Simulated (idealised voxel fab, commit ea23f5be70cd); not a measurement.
Process module under the name voxel transistor to metal
Each square cell in cross-section cut measures 5 nm, and the section as a whole is 285 nm wide.
When this document writes out a cross-section, it uses a grid of square cells and lists it as bands, beginning at the top and moving down, with a band standing for one or more rows of cells.
It is stipulated that each band's entry specify, in nanometres, the height of the top of the band and then that of its bottom, followed by the materials of the band in left-to-right sequence, each together with its width in nanometres. A single material marked by the word "all across" is understood to fill the band from edge to edge; the word "blank" is understood to denote empty space.
A quick word on heights: they are counted from 0, and under that level the wafer as it came to us is one material throughout. The lowest band is different from the rest in having no bottom; it simply continues downward, written as in "0 and below".
Top row gets the first number, bottom row gets the second, and each row in between changes by the same step: that is how a band width like "30..40" works.
Where the words "no change occurred" appear for a step, the cross-section shows no cell changed by that step; every cell remained as before.
Sealed-off cavities: empty space of 8 cells or more with no open way to the top, each as width x height at its distance from the left edge, in nm
What comes after the settings on a step's line is commentary from the simulator itself on that step.
When a step includes a mask, the "overlay nm" setting on its line states how far to the right of its planned place that mask lay, and negative values state how far to the left.

[The steps planned for the process are as follows]
| 1 | RECEIVE: material Si |
| 2 | OXIDIZE: depth nm 5 |
| 3 | CONFORMAL_DEP: material SiN, thk nm 15 |
| 4 | MASKED_ETCH: tone cover, mask id ACTIVE, width nm 115, pitch nm 140, etch materials SiN, depth nm 15, overlay nm 0 |
| 5 | MASKED_ETCH: tone cover, mask id ACTIVE, width nm 115, pitch nm 140, etch materials SiO2, depth nm 5, overlay nm 0 |
| 6 | MASKED_ETCH: tone cover, mask id ACTIVE, width nm 115, pitch nm 140, etch materials Si, depth nm 30, overlay nm 0 |
| 7 | OXIDIZE: depth nm 5 |
| 8 | FILL_DEP: material SiO2, thk nm 5 |
| 9 | CMP: height nm 15 |
| 10 | SELECTIVE_ETCH: etch materials SiO2, depth nm 5 |
| 11 | STRIP: etch materials SiN |
| 12 | SELECTIVE_ETCH: etch materials SiO2, depth nm 5 |
| 13 | OXIDIZE: depth nm 5 |
| 14 | DIRECTIONAL_DEP: material polySi, thk nm 20 |
| 15 | DIRECTIONAL_DEP: material SiCN, thk nm 10 |
| 16 | DIRECTIONAL_DEP: material aC, thk nm 15 |
| 17 | PATTERN: tone cover, mask id GATE, material resist, width nm 25, pitch nm 140, thk nm 30, overlay nm 0 |
| 18 | DIRECTIONAL_ETCH: etch materials aC, depth nm 15 |
| 19 | STRIP: etch materials resist |
| 20 | DIRECTIONAL_ETCH: etch materials SiCN, depth nm 20 |
| 21 | DIRECTIONAL_ETCH: etch materials polySi, depth nm 30 |
| 22 | STRIP: etch materials aC |
| 23 | CONFORMAL_DEP: material SiN, thk nm 10 |
| 24 | DIRECTIONAL_ETCH: etch materials SiN, depth nm 10 |
| 25 | DIRECTIONAL_ETCH: etch materials SiO2, depth nm 5 |
| 26 | DIRECTIONAL_ETCH: etch materials Si, depth nm 15 |
| 27 | EPI: material SiGe, thk nm 15 |
| 28 | FILL_DEP: material SiO2, thk nm 5 |
| 29 | CMP: height nm 15 |
| 30 | STRIP: etch materials polySi |
| 31 | SELECTIVE_ETCH: etch materials SiO2, depth nm 5 |
| 32 | CONFORMAL_DEP: material HfO2, thk nm 5 |
| 33 | CONFORMAL_DEP: material TiN, thk nm 5 |
| 34 | FILL_DEP: material W, thk nm 5 |
| 35 | CMP: height nm 10 |
| 36 | DIRECTIONAL_DEP: material SiO2, thk nm 15 |
| 37 | MASKED_ETCH: tone open, mask id CONTACT, width nm 20, etch materials SiO2, depth nm 35, overlay nm 0 |
| 38 | CONFORMAL_DEP: material TiN, thk nm 5 |
| 39 | FILL_DEP: material Ru, thk nm 5 |
| 40 | CMP: height nm 25 |
| 41 | CONFORMAL_DEP: material SiCN, thk nm 5 |
| 42 | DIRECTIONAL_DEP: material SiO2, thk nm 25 |
| 43 | DIRECTIONAL_DEP: material aC, thk nm 10 |
| 44 | PATTERN: tone open, mask id METAL_1, material resist, width nm 20, thk nm 30, overlay nm 0 |
| 45 | DIRECTIONAL_ETCH: etch materials aC, depth nm 10 |
| 46 | STRIP: etch materials resist |
| 47 | DIRECTIONAL_ETCH: etch materials SiO2, depth nm 25 |
| 48 | DIRECTIONAL_ETCH: etch materials SiCN, depth nm 5 |
| 49 | STRIP: etch materials aC |
| 50 | CONFORMAL_DEP: material TiN, thk nm 5 |
| 51 | FILL_DEP: material W, thk nm 5 |
| 52 | CMP: height nm 55 |
| 53 | CONFORMAL_DEP: material SiCN, thk nm 5 |
| 54 | DIRECTIONAL_DEP: material SiO2, thk nm 25 |
| 55 | MASKED_ETCH: tone open, mask id METAL_2_HOLES, width nm 15, pitch nm 140, etch materials SiO2, depth nm 25, overlay nm 0 |
| 56 | DIRECTIONAL_DEP: material aC, thk nm 10 |
| 57 | PATTERN: tone open, mask id METAL_2, material resist, width nm 20, pitch nm 140, thk nm 25, overlay nm 0 |
| 58 | DIRECTIONAL_ETCH: etch materials aC, depth nm 10 |
| 59 | STRIP: etch materials resist |
| 60 | DIRECTIONAL_ETCH: etch materials SiO2, depth nm 15 |
| 61 | DIRECTIONAL_ETCH: etch materials SiCN, depth nm 5 |
| 62 | STRIP: etch materials aC |
| 63 | CONFORMAL_DEP: material TiN, thk nm 5 |
| 64 | FILL_DEP: material Cu, thk nm 5 |
| 65 | CMP: height nm 85 |
| 66 | CONFORMAL_DEP: material SiCN, thk nm 5 |

[As-received state of the wafer in cross-section, equivalent to post-step 1]
- 0 and below = Si all across
- Sealed-off cavities: none

[Cross-section at module end, one run error; start and plan unchanged from above]
- 90 down to 85 = SiCN all across
- 85 down to 80 = SiCN: 20; TiN: 20; SiCN: 120; TiN: 20; SiCN: 105
- 80 down to 55 = SiO2 all across
- 55 down to 30 = SiO2: 20; TiN: 5; W: 10; TiN: 5; SiO2: 65; TiN: 5; W: 10; TiN: 5; SiO2: 35; TiN: 5; W: 10; TiN: 5; SiO2: 65; TiN: 5; W: 10; TiN: 5; SiO2: 20
- 30 down to 25 = SiCN: 20; TiN: 20; SiCN: 65; TiN: 20; SiCN: 35; TiN: 20; SiCN: 65; TiN: 20; SiCN: 20
- 25 down to 10 = SiO2: 20; TiN: 5; Ru: 10; TiN: 5; SiO2: 65; TiN: 5; Ru: 10; TiN: 5; SiO2: 35; TiN: 5; Ru: 10; TiN: 5; SiO2: 65; TiN: 5; Ru: 10; TiN: 5; SiO2: 20
- 10 down to 5 = SiO2: 20; TiN: 5; Ru: 5; TiN: 10; SiO2: 10; SiN: 10; HfO2: 5; TiN: 5; W: 5; TiN: 5; HfO2: 5; SiN: 10; SiO2: 10; TiN: 10; Ru: 5; TiN: 5; SiO2: 35; TiN: 5; Ru: 5; TiN: 10; SiO2: 10; SiN: 10; HfO2: 5; TiN: 5; W: 5; TiN: 5; HfO2: 5; SiN: 10; SiO2: 10; TiN: 10; Ru: 5; TiN: 5; SiO2: 20
- 5 down to 0 = SiO2: 10; SiN: 10; TiN: 5; Ru: 5; TiN: 5; SiGe: 15; SiN: 10; HfO2: 5; TiN: 5; W: 5; TiN: 5; HfO2: 5; SiN: 10; SiGe: 15; TiN: 5; Ru: 5; TiN: 5; SiN: 10; SiO2: 15; SiN: 10; TiN: 5; Ru: 5; TiN: 5; SiGe: 15; SiN: 10; HfO2: 5; TiN: 5; W: 5; TiN: 5; HfO2: 5; SiN: 10; SiGe: 15; TiN: 5; Ru: 5; TiN: 5; SiN: 10; SiO2: 10
- 0 down to -5 = SiO2: 10; SiN: 10; TiN: 5; Ru: 5; TiN: 5; SiGe: 15; SiN: 10; HfO2: 5; TiN: 15; HfO2: 5; SiN: 10; SiGe: 15; TiN: 5; Ru: 5; TiN: 5; SiN: 10; SiO2: 15; SiN: 10; TiN: 5; Ru: 5; TiN: 5; SiGe: 15; SiN: 10; HfO2: 5; TiN: 15; HfO2: 5; SiN: 10; SiGe: 15; TiN: 5; Ru: 5; TiN: 5; SiN: 10; SiO2: 10
- -5 down to -10 = SiO2: 20; TiN: 15; SiGe: 15; SiO2: 5; HfO2: 35; SiO2: 5; SiGe: 15; TiN: 15; SiO2: 35; TiN: 15; SiGe: 15; SiO2: 5; HfO2: 35; SiO2: 5; SiGe: 15; TiN: 15; SiO2: 20
- -10 down to -25 = SiO2: 20; SiGe: 30; Si: 45; SiGe: 30; SiO2: 35; SiGe: 30; Si: 45; SiGe: 30; SiO2: 20
- -25 down to -40 = SiO2: 20; Si: 105; SiO2: 35; Si: 105; SiO2: 20
- -40 and below = Si all across
- Sealed-off cavities: none
Plan not followed: steps 53 and 54 swapped
